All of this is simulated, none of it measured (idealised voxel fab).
Herein follows the process module entitled voxel capacitor over wiring.
Pictured: cross-section cut, 250 nm wide, on a grid of 5 nm square cells.
If you're reading a cross-section in this doc, picture square cells in a grid; it comes to you as bands, top ones listed first down to the bottom, and a band can be one or more rows of cells. The entry gives the band's vertical extent as a top height and a bottom height in nm, then its horizontal make-up as materials from left to right, each with a width in nm. "empty" stands for empty space; a single material marked "everywhere" fills the band edge to edge. It should be noted that heights are counted from 0, beneath which the wafer as supplied is of one material throughout, and that the lowest band possesses no lower boundary but continues downward, as written in "top 0, no bottom". A width given as "30 to 40" starts at the first number in the band's top row and ends at the second number in its bottom row, shifting by an equal amount at every step from row to row. The designation "stayed the same", where it is given for a processing step, indicates that no cell of the cross-section was altered in the course of that step. Heads up: "Catalogued sealed voids" only lists the empty pockets with no open path to the top that are 8 cells or more, and it writes them as width x height at distance, distance from the left edge, in nm. On a step's line, text after the settings is the simulator commenting on that step. Each step line may optionally specify "overlay nm", which for a step with a mask gives the rightward distance between the mask's planned place and where it lay, a negative value indicating the leftward direction.

**The following list gives the planned process steps**
step 1: RECEIVE,material Si
step 2: CONFORMAL_DEP,material SiO2,thk nm 15
step 3: CONFORMAL_DEP,material SiN,thk nm 5
step 4: DIRECTIONAL_DEP,material SiO2,thk nm 15
step 5: PATTERN,tone open,mask id METAL_1,material resist,width nm 25,pitch nm 95,thk nm 15,overlay nm 0
step 6: DIRECTIONAL_ETCH,etch materials SiO2,depth nm 15
step 7: DIRECTIONAL_ETCH,etch materials SiN,depth nm 5
step 8: STRIP,etch materials resist
step 9: CONFORMAL_DEP,material TiN,thk nm 5
step 10: FILL_DEP,material W,thk nm 10
step 11: CMP,height nm 35
step 12: EPI,material Ru,thk nm 5
step 13: FILL_DEP,material SiCN,thk nm 5
step 14: DIRECTIONAL_DEP,material SiO2,thk nm 20
step 15: MASKED_ETCH,tone open,mask id PLUG_1,width nm 15,etch materials SiO2,depth nm 20,overlay nm 0
step 16: MASKED_ETCH,tone open,mask id PLUG_1,width nm 15,etch materials SiCN,depth nm 5,overlay nm 0
step 17: CONFORMAL_DEP,material TiN,thk nm 5
step 18: FILL_DEP,material Cu,thk nm 5
step 19: CMP,height nm 65
step 20: DIRECTIONAL_DEP,material TiN,thk nm 10
step 21: DIRECTIONAL_DEP,material HfO2,thk nm 5
step 22: DIRECTIONAL_DEP,material TiN,thk nm 10
step 23: DIRECTIONAL_DEP,material aC,thk nm 10
step 24: PATTERN,tone cover,mask id UPPER_PLATE,material resist,width nm 75,thk nm 25,overlay nm 0
step 25: DIRECTIONAL_ETCH,etch materials aC,depth nm 10
step 26: STRIP,etch materials resist
step 27: DIRECTIONAL_ETCH,etch materials TiN,depth nm 10
step 28: DIRECTIONAL_ETCH,etch materials HfO2,depth nm 5
step 29: STRIP,etch materials aC
step 30: DIRECTIONAL_DEP,material aC,thk nm 10
step 31: PATTERN,tone cover,mask id LOWER_PLATE,material resist,width nm 85,thk nm 30,overlay nm 0
step 32: DIRECTIONAL_ETCH,etch materials aC,depth nm 10
step 33: STRIP,etch materials resist
step 34: DIRECTIONAL_ETCH,etch materials TiN,depth nm 10
step 35: STRIP,etch materials aC
step 36: FILL_DEP,material SiO2,thk nm 15
step 37: CMP,height nm 100
step 38: DIRECTIONAL_DEP,material aC,thk nm 10
step 39: PATTERN,tone open,mask id PLUG_2,material resist,width nm 15,thk nm 30,overlay nm 0
step 40: DIRECTIONAL_ETCH,etch materials aC,depth nm 10
step 41: STRIP,etch materials resist
step 42: DIRECTIONAL_ETCH,etch materials SiO2,depth nm 10
step 43: STRIP,etch materials aC
step 44: CONFORMAL_DEP,material TiN,thk nm 5
step 45: FILL_DEP,material Ru,thk nm 5
step 46: CMP,height nm 100
step 47: CONFORMAL_DEP,material SiN,thk nm 5

**first wafer, as planned**

**Incoming wafer in cross-section (state: after step 1)**
top 0, no bottom  Si everywhere
Catalogued sealed voids: none

**Step 2 complete: cross-section through the wafer**
top 15, bottom 0  SiO2 everywhere
For the remainder of the cross-section, below 0, there is no change.

**Step 3 complete: cross-section through the wafer**
top 20, bottom 15  SiN everywhere
For the remainder of the cross-section, below 15, there is no change.

**Step 4 complete: cross-section through the wafer**
top 35, bottom 20  SiO2 everywhere
For the remainder of the cross-section, below 20, there is no change.

**Step 5 complete: cross-section through the wafer**
top 50, bottom 35  resist (65), empty (25), resist (70), empty (25), resist (65)
For the remainder of the cross-section, below 35, there is no change.

**Step 6 complete: cross-section through the wafer**
top 50, bottom 35  resist (65), empty (25), resist (70), empty (25), resist (65)
top 35, bottom 20  SiO2 (65), empty (25), SiO2 (70), empty (25), SiO2 (65)
For the remainder of the cross-section, below 20, there is no change.

**Step 7 complete: cross-section through the wafer**
top 50, bottom 35  resist (65), empty (25), resist (70), empty (25), resist (65)
top 35, bottom 20  SiO2 (65), empty (25), SiO2 (70), empty (25), SiO2 (65)
top 20, bottom 15  SiN (65), empty (25), SiN (70), empty (25), SiN (65)
For the remainder of the cross-section, below 15, there is no change.

**Step 8 complete: cross-section through the wafer**
top 35, bottom 20  SiO2 (65), empty (25), SiO2 (70), empty (25), SiO2 (65)
For the remainder of the cross-section, below 20, there is no change.

**Step 9 complete: cross-section through the wafer**
top 40, bottom 35  TiN (70), empty (15), TiN (80), empty (15), TiN (70)
top 35, bottom 20  SiO2 (65), TiN (5), empty (15), TiN (5), SiO2 (70), TiN (5), empty (15), TiN (5), SiO2 (65)
top 20, bottom 15  SiN (65), TiN (25), SiN (70), TiN (25), SiN (65)
For the remainder of the cross-section, below 15, there is no change.

**Step 10 complete: cross-section through the wafer**
top 50, bottom 40  W everywhere
top 40, bottom 35  TiN (70), W (15), TiN (80), W (15), TiN (70)
top 35, bottom 20  SiO2 (65), TiN (5), W (15), TiN (5), SiO2 (70), TiN (5), W (15), TiN (5), SiO2 (65)
For the remainder of the cross-section, below 20, there is no change.

**Step 11 complete: cross-section through the wafer**
top 35, bottom 20  SiO2 (65), TiN (5), W (15), TiN (5), SiO2 (70), TiN (5), W (15), TiN (5), SiO2 (65)
For the remainder of the cross-section, below 20, there is no change.

**Step 12 complete: cross-section through the wafer**
top 40, bottom 35  empty (60), Ru (35), empty (60), Ru (35), empty (60)
For the remainder of the cross-section, below 35, there is no change.

**Step 13 complete: cross-section through the wafer**
top 45, bottom 40  SiCN everywhere
top 40, bottom 35  SiCN (60), Ru (35), SiCN (60), Ru (35), SiCN (60)
For the remainder of the cross-section, below 35, there is no change.

**Step 14 complete: cross-section through the wafer**
top 65, bottom 45  SiO2 everywhere
For the remainder of the cross-section, below 45, there is no change.

**Step 15 complete: cross-section through the wafer**
top 65, bottom 45  SiO2 (75), empty (15), SiO2 (160)
For the remainder of the cross-section, below 45, there is no change.

**Step 16 complete: cross-section through the wafer**
top 65, bottom 45  SiO2 (75), empty (15), SiO2 (160)
top 45, bottom 40  SiCN (75), empty (15), SiCN (160)
For the remainder of the cross-section, below 40, there is no change.

**Step 17 complete: cross-section through the wafer**
top 70, bottom 65  TiN (80), empty (5), TiN (165)
top 65, bottom 45  SiO2 (75), TiN (5), empty (5), TiN (5), SiO2 (160)
top 45, bottom 40  SiCN (75), TiN (15), SiCN (160)
For the remainder of the cross-section, below 40, there is no change.

**Step 18 complete: cross-section through the wafer**
top 75, bottom 70  Cu everywhere
top 70, bottom 65  TiN (80), Cu (5), TiN (165)
top 65, bottom 45  SiO2 (75), TiN (5), Cu (5), TiN (5), SiO2 (160)
For the remainder of the cross-section, below 45, there is no change.

**Step 19 complete: cross-section through the wafer**
top 65, bottom 45  SiO2 (75), TiN (5), Cu (5), TiN (5), SiO2 (160)
For the remainder of the cross-section, below 45, there is no change.

**Step 20 complete: cross-section through the wafer**
top 75, bottom 65  TiN everywhere
For the remainder of the cross-section, below 65, there is no change.

**Step 21 complete: cross-section through the wafer**
top 80, bottom 75  HfO2 everywhere
For the remainder of the cross-section, below 75, there is no change.

**Step 22 complete: cross-section through the wafer**
top 90, bottom 80  TiN everywhere
For the remainder of the cross-section, below 80, there is no change.

**Step 23 complete: cross-section through the wafer**
top 100, bottom 90  aC everywhere
For the remainder of the cross-section, below 90, there is no change.

**Step 24 complete: cross-section through the wafer**
top 125, bottom 100  empty (75), resist (75), empty (100)
For the remainder of the cross-section, below 100, there is no change.

**Step 25 complete: cross-section through the wafer**
top 115, bottom 100  empty (75), resist (75), empty (100)
top 100, bottom 90  empty (75), aC (75), empty (100)
For the remainder of the cross-section, below 90, there is no change.

**Step 26 complete: cross-section through the wafer**
top 100, bottom 90  empty (75), aC (75), empty (100)
For the remainder of the cross-section, below 90, there is no change.

**Step 27 complete: cross-section through the wafer**
top 100, bottom 90  empty (75), aC (75), empty (100)
top 90, bottom 80  empty (75), TiN (75), empty (100)
For the remainder of the cross-section, below 80, there is no change.

**Step 28 complete: cross-section through the wafer**
top 100, bottom 90  empty (75), aC (75), empty (100)
top 90, bottom 80  empty (75), TiN (75), empty (100)
top 80, bottom 75  empty (75), HfO2 (75), empty (100)
For the remainder of the cross-section, below 75, there is no change.

**Step 29 complete: cross-section through the wafer**
top 90, bottom 80  empty (75), TiN (75), empty (100)
For the remainder of the cross-section, below 80, there is no change.

**Step 30 complete: cross-section through the wafer**
top 100, bottom 90  empty (75), aC (75), empty (100)
top 90, bottom 85  empty (75), TiN (75), empty (100)
top 85, bottom 80  aC (75), TiN (75), aC (100)
top 80, bottom 75  aC (75), HfO2 (75), aC (100)
For the remainder of the cross-section, below 75, there is no change.

**Step 31 complete: cross-section through the wafer**
top 130, bottom 100  empty (70), resist (85), empty (95)
top 100, bottom 90  empty (70), resist (5), aC (75), resist (5), empty (95)
top 90, bottom 85  empty (70), resist (5), TiN (75), resist (5), empty (95)
For the remainder of the cross-section, below 85, there is no change.

**Step 32 complete: cross-section through the wafer**
top 120, bottom 100  empty (70), resist (85), empty (95)
top 100, bottom 90  empty (70), resist (5), aC (75), resist (5), empty (95)
top 90, bottom 85  empty (70), resist (5), TiN (75), resist (5), empty (95)
top 85, bottom 80  empty (70), aC (5), TiN (75), aC (5), empty (95)
top 80, bottom 75  empty (70), aC (5), HfO2 (75), aC (5), empty (95)
For the remainder of the cross-section, below 75, there is no change.

**Step 33 complete: cross-section through the wafer**
top 100, bottom 90  empty (75), aC (75), empty (100)
top 90, bottom 85  empty (75), TiN (75), empty (100)
For the remainder of the cross-section, below 85, there is no change.

**Step 34 complete: cross-section through the wafer**
top 100, bottom 90  empty (75), aC (75), empty (100)
top 90, bottom 85  empty (75), TiN (75), empty (100)
top 85, bottom 80  empty (70), aC (5), TiN (75), aC (5), empty (95)
top 80, bottom 75  empty (70), aC (5), HfO2 (75), aC (5), empty (95)
top 75, bottom 65  empty (70), TiN (85), empty (95)
For the remainder of the cross-section, below 65, there is no change.

**Step 35 complete: cross-section through the wafer**
top 90, bottom 80  empty (75), TiN (75), empty (100)
top 80, bottom 75  empty (75), HfO2 (75), empty (100)
For the remainder of the cross-section, below 75, there is no change.

**Step 36 complete: cross-section through the wafer**
top 105, bottom 90  SiO2 everywhere
top 90, bottom 80  SiO2 (75), TiN (75), SiO2 (100)
top 80, bottom 75  SiO2 (75), HfO2 (75), SiO2 (100)
top 75, bottom 65  SiO2 (70), TiN (85), SiO2 (95)
For the remainder of the cross-section, below 65, there is no change.

**Step 37 complete: cross-section through the wafer**
top 100, bottom 90  SiO2 everywhere
For the remainder of the cross-section, below 90, there is no change.

**Step 38 complete: cross-section through the wafer**
top 110, bottom 100  aC everywhere
For the remainder of the cross-section, below 100, there is no change.

**Step 39 complete: cross-section through the wafer**
top 140, bottom 110  resist (85), empty (15), resist (150)
For the remainder of the cross-section, below 110, there is no change.

**Step 40 complete: cross-section through the wafer**
top 130, bottom 110  resist (85), empty (15), resist (150)
top 110, bottom 100  aC (85), empty (15), aC (150)
For the remainder of the cross-section, below 100, there is no change.

**Step 41 complete: cross-section through the wafer**
top 110, bottom 100  aC (85), empty (15), aC (150)
For the remainder of the cross-section, below 100, there is no change.

**Step 42 complete: cross-section through the wafer**
top 110, bottom 100  aC (85), empty (15), aC (150)
top 100, bottom 90  SiO2 (85), empty (15), SiO2 (150)
For the remainder of the cross-section, below 90, there is no change.

**Step 43 complete: cross-section through the wafer**
top 100, bottom 90  SiO2 (85), empty (15), SiO2 (150)
For the remainder of the cross-section, below 90, there is no change.

**Step 44 complete: cross-section through the wafer**
top 105, bottom 100  TiN (90), empty (5), TiN (155)
top 100, bottom 95  SiO2 (85), TiN (5), empty (5), TiN (5), SiO2 (150)
top 95, bottom 90  SiO2 (85), TiN (15), SiO2 (150)
For the remainder of the cross-section, below 90, there is no change.

**Step 45 complete: cross-section through the wafer**
top 110, bottom 105  Ru everywhere
top 105, bottom 100  TiN (90), Ru (5), TiN (155)
top 100, bottom 95  SiO2 (85), TiN (5), Ru (5), TiN (5), SiO2 (150)
For the remainder of the cross-section, below 95, there is no change.

**Step 46 complete: cross-section through the wafer**
top 100, bottom 95  SiO2 (85), TiN (5), Ru (5), TiN (5), SiO2 (150)
For the remainder of the cross-section, below 95, there is no change.

**Step 47 complete: cross-section through the wafer**
top 105, bottom 100  SiN everywhere
For the remainder of the cross-section, below 100, there is no change.

**It is to be noted that the second wafer proceeded from the same initial state and according to the same plan as the first, although one mistake was committed in its execution; through step 10, inclusive, the two wafers share an identical history**

Second wafer at the planned finish of step 11, seen in cross-section: stayed the same

**Second wafer at the planned finish of step 12, seen in cross-section**
top 55, bottom 50  Ru everywhere
For the remainder of the cross-section, below 50, there is no change.

**Second wafer at the planned finish of step 13, seen in cross-section**
top 60, bottom 55  SiCN everywhere
For the remainder of the cross-section, below 55, there is no change.

**Second wafer at the planned finish of step 14, seen in cross-section**
top 80, bottom 60  SiO2 everywhere
For the remainder of the cross-section, below 60, there is no change.

**Second wafer at the planned finish of step 15, seen in cross-section**
top 80, bottom 60  SiO2 (75), empty (15), SiO2 (160)
For the remainder of the cross-section, below 60, there is no change.

**Second wafer at the planned finish of step 16, seen in cross-section**
top 80, bottom 60  SiO2 (75), empty (15), SiO2 (160)
top 60, bottom 55  SiCN (75), empty (15), SiCN (160)
For the remainder of the cross-section, below 55, there is no change.

**Second wafer at the planned finish of step 17, seen in cross-section**
top 85, bottom 80  TiN (80), empty (5), TiN (165)
top 80, bottom 60  SiO2 (75), TiN (5), empty (5), TiN (5), SiO2 (160)
top 60, bottom 55  SiCN (75), TiN (15), SiCN (160)
For the remainder of the cross-section, below 55, there is no change.

**Second wafer at the planned finish of step 18, seen in cross-section**
top 90, bottom 85  Cu everywhere
top 85, bottom 80  TiN (80), Cu (5), TiN (165)
top 80, bottom 60  SiO2 (75), TiN (5), Cu (5), TiN (5), SiO2 (160)
For the remainder of the cross-section, below 60, there is no change.

**Second wafer at the planned finish of step 19, seen in cross-section**
top 65, bottom 60  SiO2 (75), TiN (5), Cu (5), TiN (5), SiO2 (160)
For the remainder of the cross-section, below 60, there is no change.

**Second wafer at the planned finish of step 20, seen in cross-section**
top 75, bottom 65  TiN everywhere
For the remainder of the cross-section, below 65, there is no change.

**Second wafer at the planned finish of step 21, seen in cross-section**
top 80, bottom 75  HfO2 everywhere
For the remainder of the cross-section, below 75, there is no change.

**Second wafer at the planned finish of step 22, seen in cross-section**
top 90, bottom 80  TiN everywhere
For the remainder of the cross-section, below 80, there is no change.

**Second wafer at the planned finish of step 23, seen in cross-section**
top 100, bottom 90  aC everywhere
For the remainder of the cross-section, below 90, there is no change.

**Second wafer at the planned finish of step 24, seen in cross-section**
top 125, bottom 100  empty (75), resist (75), empty (100)
For the remainder of the cross-section, below 100, there is no change.

**Second wafer at the planned finish of step 25, seen in cross-section**
top 115, bottom 100  empty (75), resist (75), empty (100)
top 100, bottom 90  empty (75), aC (75), empty (100)
For the remainder of the cross-section, below 90, there is no change.

**Second wafer at the planned finish of step 26, seen in cross-section**
top 100, bottom 90  empty (75), aC (75), empty (100)
For the remainder of the cross-section, below 90, there is no change.

**Second wafer at the planned finish of step 27, seen in cross-section**
top 100, bottom 90  empty (75), aC (75), empty (100)
top 90, bottom 80  empty (75), TiN (75), empty (100)
For the remainder of the cross-section, below 80, there is no change.

**Second wafer at the planned finish of step 28, seen in cross-section**
top 100, bottom 90  empty (75), aC (75), empty (100)
top 90, bottom 80  empty (75), TiN (75), empty (100)
top 80, bottom 75  empty (75), HfO2 (75), empty (100)
For the remainder of the cross-section, below 75, there is no change.

**Second wafer at the planned finish of step 29, seen in cross-section**
top 90, bottom 80  empty (75), TiN (75), empty (100)
For the remainder of the cross-section, below 80, there is no change.

**Second wafer at the planned finish of step 30, seen in cross-section**
top 100, bottom 90  empty (75), aC (75), empty (100)
top 90, bottom 85  empty (75), TiN (75), empty (100)
top 85, bottom 80  aC (75), TiN (75), aC (100)
top 80, bottom 75  aC (75), HfO2 (75), aC (100)
For the remainder of the cross-section, below 75, there is no change.

**Second wafer at the planned finish of step 31, seen in cross-section**
top 130, bottom 100  empty (70), resist (85), empty (95)
top 100, bottom 90  empty (70), resist (5), aC (75), resist (5), empty (95)
top 90, bottom 85  empty (70), resist (5), TiN (75), resist (5), empty (95)
For the remainder of the cross-section, below 85, there is no change.

**Second wafer at the planned finish of step 32, seen in cross-section**
top 120, bottom 100  empty (70), resist (85), empty (95)
top 100, bottom 90  empty (70), resist (5), aC (75), resist (5), empty (95)
top 90, bottom 85  empty (70), resist (5), TiN (75), resist (5), empty (95)
top 85, bottom 80  empty (70), aC (5), TiN (75), aC (5), empty (95)
top 80, bottom 75  empty (70), aC (5), HfO2 (75), aC (5), empty (95)
For the remainder of the cross-section, below 75, there is no change.

**Second wafer at the planned finish of step 33, seen in cross-section**
top 100, bottom 90  empty (75), aC (75), empty (100)
top 90, bottom 85  empty (75), TiN (75), empty (100)
For the remainder of the cross-section, below 85, there is no change.

**Second wafer at the planned finish of step 34, seen in cross-section**
top 100, bottom 90  empty (75), aC (75), empty (100)
top 90, bottom 85  empty (75), TiN (75), empty (100)
top 85, bottom 80  empty (70), aC (5), TiN (75), aC (5), empty (95)
top 80, bottom 75  empty (70), aC (5), HfO2 (75), aC (5), empty (95)
top 75, bottom 65  empty (70), TiN (85), empty (95)
For the remainder of the cross-section, below 65, there is no change.

**Second wafer at the planned finish of step 35, seen in cross-section**
top 90, bottom 80  empty (75), TiN (75), empty (100)
top 80, bottom 75  empty (75), HfO2 (75), empty (100)
For the remainder of the cross-section, below 75, there is no change.

**Second wafer at the planned finish of step 36, seen in cross-section**
top 105, bottom 90  SiO2 everywhere
top 90, bottom 80  SiO2 (75), TiN (75), SiO2 (100)
top 80, bottom 75  SiO2 (75), HfO2 (75), SiO2 (100)
top 75, bottom 65  SiO2 (70), TiN (85), SiO2 (95)
For the remainder of the cross-section, below 65, there is no change.

**Second wafer at the planned finish of step 37, seen in cross-section**
top 100, bottom 90  SiO2 everywhere
For the remainder of the cross-section, below 90, there is no change.

**Second wafer at the planned finish of step 38, seen in cross-section**
top 110, bottom 100  aC everywhere
For the remainder of the cross-section, below 100, there is no change.

**Second wafer at the planned finish of step 39, seen in cross-section**
top 140, bottom 110  resist (85), empty (15), resist (150)
For the remainder of the cross-section, below 110, there is no change.

**Second wafer at the planned finish of step 40, seen in cross-section**
top 130, bottom 110  resist (85), empty (15), resist (150)
top 110, bottom 100  aC (85), empty (15), aC (150)
For the remainder of the cross-section, below 100, there is no change.

**Second wafer at the planned finish of step 41, seen in cross-section**
top 110, bottom 100  aC (85), empty (15), aC (150)
For the remainder of the cross-section, below 100, there is no change.

**Second wafer at the planned finish of step 42, seen in cross-section**
top 110, bottom 100  aC (85), empty (15), aC (150)
top 100, bottom 90  SiO2 (85), empty (15), SiO2 (150)
For the remainder of the cross-section, below 90, there is no change.

**Second wafer at the planned finish of step 43, seen in cross-section**
top 100, bottom 90  SiO2 (85), empty (15), SiO2 (150)
For the remainder of the cross-section, below 90, there is no change.

**Second wafer at the planned finish of step 44, seen in cross-section**
top 105, bottom 100  TiN (90), empty (5), TiN (155)
top 100, bottom 95  SiO2 (85), TiN (5), empty (5), TiN (5), SiO2 (150)
top 95, bottom 90  SiO2 (85), TiN (15), SiO2 (150)
For the remainder of the cross-section, below 90, there is no change.

**Second wafer at the planned finish of step 45, seen in cross-section**
top 110, bottom 105  Ru everywhere
top 105, bottom 100  TiN (90), Ru (5), TiN (155)
top 100, bottom 95  SiO2 (85), TiN (5), Ru (5), TiN (5), SiO2 (150)
For the remainder of the cross-section, below 95, there is no change.

**Second wafer at the planned finish of step 46, seen in cross-section**
top 100, bottom 95  SiO2 (85), TiN (5), Ru (5), TiN (5), SiO2 (150)
For the remainder of the cross-section, below 95, there is no change.

**Second wafer at the planned finish of step 47, seen in cross-section**
top 105, bottom 100  SiN everywhere
For the remainder of the cross-section, below 100, there is no change.
Diagnosis: yeah, step 11 of the plan got skipped, never ran
Wafer comparison, final, in cells, second relative to first, materials more or fewer: -3 Cu; +36 Ru; -36 SiCN; -141 SiO2; +38 TiN; +106 W
